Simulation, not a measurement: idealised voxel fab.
process module | voxel lift off
cross-section cut | 145 nm wide | cells 5 nm
A cross-section is a grid of square cells, given in bands from the top down. A band is one or more rows of cells.
Each band's line starts with the height of the band's top and of its bottom, in nm. Then come its materials from left to right, each with its width in nm. One material with "throughout" fills the band from edge to edge. "air" is empty space.
Height 0 is the level under which the wafer as received is all one material. The lowest band goes on downwards, as in "0 down".
A width such as "30 to 40" changes by the same amount from each row of cells to the next, from the band's top row to its bottom row.
"no change" after a step means that no cell of the cross-section changed.
closed voids: empty space of 8 cells or more with no open way to the top, each as width x height at its distance from the left edge, in nm
after a step's settings: what the simulator itself notes on the step
overlay nm, on a step with a mask: how far to the right of its planned place the mask lay; to the left if negative
plan
1 op RECEIVE | material Si
2 op CONFORMAL_DEP | material SiO2 | thk nm 15
3 op PATTERN | tone open | mask id LINES | material resist | width nm 20 | pitch nm 50 | thk nm 20 | overlay nm 0
4 op DIRECTIONAL_DEP | material Ru | thk nm 10
5 op STRIP | etch materials resist
6 op CONFORMAL_DEP | material SiN | thk nm 10
as received, after step 1
  0 down: Si throughout
  closed voids: none
a wafer at the end: this start, this plan, one mistake
  20 to 10: air 25 | SiN 40 | air 10 | SiN 40 | air 30
  10 to 0: SiN 35 | Ru 20 | SiN 30 | Ru 20 | SiN 40
  0 down: Si throughout
  closed voids: none
what went wrong: step 2 was left out
